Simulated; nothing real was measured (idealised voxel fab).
Process module under the name voxel self aligned vias
This is section cut - it's 210 nm across, gridded in 5 nm square cells.
A cross-section is a grid of square cells, given in bands from the top down. A band is one or more rows of cells.
The entry gives the band's vertical extent as a top height and a bottom height in nm, then its horizontal make-up as materials from left to right, each with a width in nm. "air" stands for empty space; a single material marked "full width" fills the band edge to edge.
Heights from 0 (as-received wafer is one material below). Bottom band endless downward, as "from 0 down".
When a width is written as two numbers, as in "30 to 40", the first number is the width in the top row of cells of the band and the second is the width in its bottom row, and the width changes by the same amount from each row to the next.
The designation "identical to before", where it is given for a processing step, indicates that no cell of the cross-section was altered in the course of that step.
The entry "Catalogued sealed voids" lists the empty spaces that cover at least 8 cells and have no open path to the top. Each is written as width x height at distance, where the distance is measured from the left edge and all three values are in nm.
Formally, on a step line, whatever follows the settings is a remark that the simulator itself makes on the step.
The setting "overlay nm" may be written on the line of a step. When the step uses a mask, the value reports how far to the right of the planned place the mask lay, and a negative value reports that it lay to the left.
# The following list gives the planned process steps
- 1: RECEIVE | material Si
- 2: CONFORMAL_DEP | material SiO2 | thk nm 10
- 3: CONFORMAL_DEP | material SiCN | thk nm 5
- 4: DIRECTIONAL_DEP | material lowk | thk nm 25
- 5: MASKED_ETCH | tone open | mask id LINES | width nm 30 | pitch nm 60 | etch materials lowk | depth nm 25 | overlay nm 0
- 6: CONFORMAL_DEP | material TiN | thk nm 5
- 7: FILL_DEP | material W | thk nm 10
- 8: CMP | height nm 40
- 9: SELECTIVE_ETCH | etch materials W Ru TiN | depth nm 10
- 10: FILL_DEP | material SiN | thk nm 10
- 11: CMP | height nm 40
- 12: DIRECTIONAL_DEP | material lowk | thk nm 20
- 13: MASKED_ETCH | tone open | mask id VIAS | width nm 40 | pitch nm 60 | etch materials lowk | depth nm 20 | overlay nm 0
- 14: MASKED_ETCH | tone open | mask id VIAS | width nm 40 | pitch nm 60 | etch materials SiN | depth nm 10 | overlay nm 0
- 15: CONFORMAL_DEP | material TiN | thk nm 5
- 16: FILL_DEP | material Ru | thk nm 5
- 17: CMP | height nm 60
- 18: CONFORMAL_DEP | material SiN | thk nm 5
# Cross-sectional view of the wafer in its as-received condition, corresponding to the state after step 1
  from 0 down | Si full width
  Catalogued sealed voids: none
# Sectioned view, first of two wafers, at the close of the module, processed as intended in the plan
  from 65 to 60 | SiN full width
  from 60 to 45 | lowk (25), then TiN (5), then Ru (30), then TiN (5), then lowk (20), then TiN (5), then Ru (30), then TiN (5), then lowk (20), then TiN (5), then Ru (30), then TiN (5), then lowk (25)
  from 45 to 35 | lowk (25 to 30), then TiN (10 to 5), then Ru (20), then TiN (10 to 5), then lowk (20 to 30), then TiN (10 to 5), then Ru (20), then TiN (10 to 5), then lowk (20 to 30), then TiN (10 to 5), then Ru (20), then TiN (10 to 5), then lowk (25 to 30)
  from 35 to 30 | lowk (30), then TiN (30), then lowk (30), then TiN (30), then lowk (30), then TiN (30), then lowk (30)
  from 30 to 20 | lowk (30), then TiN (5), then W (20), then TiN (5), then lowk (30), then TiN (5), then W (20), then TiN (5), then lowk (30), then TiN (5), then W (20), then TiN (5), then lowk (30)
  from 20 to 15 | lowk (30), then TiN (30), then lowk (30), then TiN (30), then lowk (30), then TiN (30), then lowk (30)
  from 15 to 10 | SiCN full width
  from 10 to 0 | SiO2 full width
  from 0 down | Si full width
  Catalogued sealed voids: none
# End of module, second wafer, cross-section. Started like the first, planned like the first, run with one mistake
  from 65 to 60 | SiN full width
  from 60 to 45 | lowk (25), then TiN (5), then Ru (30), then TiN (5), then lowk (20), then TiN (5), then Ru (30), then TiN (5), then lowk (20), then TiN (5), then Ru (30), then TiN (5), then lowk (25)
  from 45 to 35 | lowk (25 to 30), then TiN (10 to 5), then Ru (20), then TiN (10 to 5), then lowk (20 to 30), then TiN (10 to 5), then Ru (20), then TiN (10 to 5), then lowk (20 to 30), then TiN (10 to 5), then Ru (20), then TiN (10 to 5), then lowk (25 to 30)
  from 35 to 30 | lowk (30), then TiN (30), then lowk (30), then TiN (30), then lowk (30), then TiN (30), then lowk (30)
  from 30 to 20 | lowk (30), then TiN (5), then W (20), then TiN (5), then lowk (30), then TiN (5), then W (20), then TiN (5), then lowk (30), then TiN (5), then W (20), then TiN (5), then lowk (30)
  from 20 to 15 | lowk (30), then TiN (30), then lowk (30), then TiN (30), then lowk (30), then TiN (30), then lowk (30)
  from 15 to 0 | SiO2 full width
  from 0 down | Si full width
  Catalogued sealed voids: none
what went wrong: heads up, step 3 didn't go per plan, it actually ran as CONFORMAL_DEP | material SiO2 | thk nm 5
Cell-count delta at end, second wafer over first, by material: -42 SiCN; +42 SiO2
